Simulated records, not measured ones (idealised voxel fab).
The following is a process module called voxel gate over fins.
FYI the section here is cut, 280 nm wide, cells are 5 nm squares.
Cross-section format: a grid of square cells, given as bands from top to bottom; each band is one or more rows of cells. Each band's line starts with the height of the band's top and of its bottom, in nm. Then come its materials from left to right, each with its width in nm. One material with "all across" fills the band from edge to edge. "air" is empty space. It should be noted that heights are counted from 0, beneath which the wafer as supplied is of one material throughout, and that the lowest band possesses no lower boundary but continues downward, as written in "z 0 and below". Note: "30..40" means the width goes from the first number (top row of the band) to the second number (bottom row) in equal steps per row of cells. What does "nothing was modified" mean for a step? It means no cell of the cross-section changed in that step. "Sealed void list": sealed empty spaces, 8 cells or more, no open way to top, listed width x height at distance, with distance from the left edge and width, height and distance in nm. What comes after the settings on a step's line is commentary from the simulator itself on that step. Each step line may optionally specify "overlay nm", which for a step with a mask gives the rightward distance between the mask's planned place and where it lay, a negative value indicating the leftward direction.
THE STEPS PLANNED FOR THE PROCESS ARE AS FOLLOWS
- 1: op RECEIVE | material Si
- 2: op CONFORMAL_DEP | material SiN | thk nm 10
- 3: op DIRECTIONAL_DEP | material aC | thk nm 10
- 4: op PATTERN | tone cover | mask id FINS | material resist | width nm 15 | pitch nm 60 | thk nm 25 | overlay nm 0
- 5: op DIRECTIONAL_ETCH | etch materials aC | depth nm 10
- 6: op STRIP | etch materials resist
- 7: op DIRECTIONAL_ETCH | etch materials SiN | depth nm 10
- 8: op DIRECTIONAL_ETCH | etch materials Si | depth nm 30
- 9: op STRIP | etch materials aC
- 10: op OXIDIZE | depth nm 5
- 11: op FILL_DEP | material SiO2 | thk nm 5
- 12: op CMP | height nm 10
- 13: op PATTERN | tone open | mask id RAIL | material resist | width nm 15 | thk nm 20 | overlay nm 0
- 14: op DIRECTIONAL_ETCH | etch materials SiO2 | depth nm 25
- 15: op STRIP | etch materials resist
- 16: op CONFORMAL_DEP | material TiN | thk nm 5
- 17: op FILL_DEP | material W | thk nm 10
- 18: op CMP | height nm 10
- 19: op SELECTIVE_ETCH | etch materials W Ru TiN | depth nm 30
- 20: op FILL_DEP | material SiO2 | thk nm 5
- 21: op CMP | height nm 10
- 22: op SELECTIVE_ETCH | etch materials SiO2 | depth nm 25
- 23: op STRIP | etch materials SiN
- 24: op CONFORMAL_DEP | material HfO2 | thk nm 5
- 25: op CONFORMAL_DEP | material TiN | thk nm 5
- 26: op FILL_DEP | material W | thk nm 15
- 27: op CMP | height nm 20
- 28: op CONFORMAL_DEP | material SiCN | thk nm 10
The plan shows the depth nm of step 14 as the first wafer had it; this setting differs between the wafers, which start out alike.
FIRST OF SEVERAL WAFERS, RECEIVED AFTER STEP 1, IN CROSS-SECTION
	z 0 and below = Si all across
	Sealed void list: none
POST STEP 28, THE CLOSING STEP OF THE MODULE: FIRST OF SEVERAL WAFERS, CROSS-SECTIONED
	z 30 to 20 = SiCN all across
	z 20 to 10 = W all across
	z 10 to 5 = W=65, then TiN=25, then W=35, then TiN=25, then W=35, then TiN=25, then W=70
	z 5 to 0 = W=65, then TiN=5, then HfO2=15, then TiN=5, then W=35, then TiN=5, then HfO2=15, then TiN=5, then W=35, then TiN=5, then HfO2=15, then TiN=5, then W=70
	z 0 to -5 = W=65, then TiN=5, then HfO2=5, then Si=5, then HfO2=5, then TiN=5, then W=35, then TiN=5, then HfO2=5, then Si=5, then HfO2=5, then TiN=5, then W=35, then TiN=5, then HfO2=5, then Si=5, then HfO2=5, then TiN=5, then W=70
	z -5 to -10 = TiN=70, then HfO2=5, then Si=5, then HfO2=5, then TiN=45, then HfO2=5, then Si=5, then HfO2=5, then TiN=45, then HfO2=5, then Si=5, then HfO2=5, then TiN=75
	z -10 to -15 = HfO2=75, then Si=5, then HfO2=55, then Si=5, then HfO2=55, then Si=5, then HfO2=80
	z -15 to -35 = SiO2=75, then Si=5, then SiO2=55, then Si=5, then SiO2=55, then Si=5, then SiO2=80
	z -35 and below = Si all across
	Sealed void list: none
OF THE SEVERAL WAFERS, THE LAST: CROSS-SECTION AT THE END OF THE MODULE
	z 30 to 20 = SiCN all across
	z 20 to 10 = W all across
	z 10 to 5 = W=65, then TiN=25, then W=35, then TiN=25, then W=35, then TiN=25, then W=70
	z 5 to 0 = W=65, then TiN=5, then HfO2=15, then TiN=5, then W=35, then TiN=5, then HfO2=15, then TiN=5, then W=35, then TiN=5, then HfO2=15, then TiN=5, then W=70
	z 0 to -5 = W=65, then TiN=5, then HfO2=5, then Si=5, then HfO2=5, then TiN=5, then W=35, then TiN=5, then HfO2=5, then Si=5, then HfO2=5, then TiN=5, then W=35, then TiN=5, then HfO2=5, then Si=5, then HfO2=5, then TiN=5, then W=70
	z -5 to -10 = TiN=70, then HfO2=5, then Si=5, then HfO2=5, then TiN=45, then HfO2=5, then Si=5, then HfO2=5, then TiN=45, then HfO2=5, then Si=5, then HfO2=5, then TiN=75
	z -10 to -15 = HfO2=75, then Si=5, then HfO2=55, then Si=5, then HfO2=55, then Si=5, then HfO2=80
	z -15 to -20 = SiO2=75, then Si=5, then SiO2=55, then Si=5, then SiO2=55, then Si=5, then SiO2=80
	z -20 to -30 = SiO2=75, then Si=5, then SiO2=20, then TiN=5, then W=5, then TiN=5, then SiO2=20, then Si=5, then SiO2=55, then Si=5, then SiO2=80
	z -30 to -35 = SiO2=75, then Si=5, then SiO2=20, then TiN=15, then SiO2=20, then Si=5, then SiO2=55, then Si=5, then SiO2=80
	z -35 and below = Si all across
	Sealed void list: none
ROW PER WAFER, END-OF-MODULE: CELL GAIN (+)/LOSS (-) BY MATERIAL SINCE THE WAFER CAME IN, THEN CLOSED VOIDS
depth nm 25; +74 HfO2; -371 Si; +112 SiCN; +212 SiO2; +74 TiN; +235 W; Sealed void list: none
depth nm 30; +74 HfO2; -371 Si; +112 SiCN; +212 SiO2; +74 TiN; +235 W; Sealed void list: none
depth nm 35; +74 HfO2; -371 Si; +112 SiCN; +209 SiO2; +77 TiN; +235 W; Sealed void list: none
depth nm 40; +74 HfO2; -371 Si; +112 SiCN; +206 SiO2; +79 TiN; +236 W; Sealed void list: none
depth nm 45; +74 HfO2; -371 Si; +112 SiCN; +203 SiO2; +81 TiN; +237 W; Sealed void list: none
depth nm 50; +74 HfO2; -371 Si; +112 SiCN; +203 SiO2; +81 TiN; +237 W; Sealed void list: none
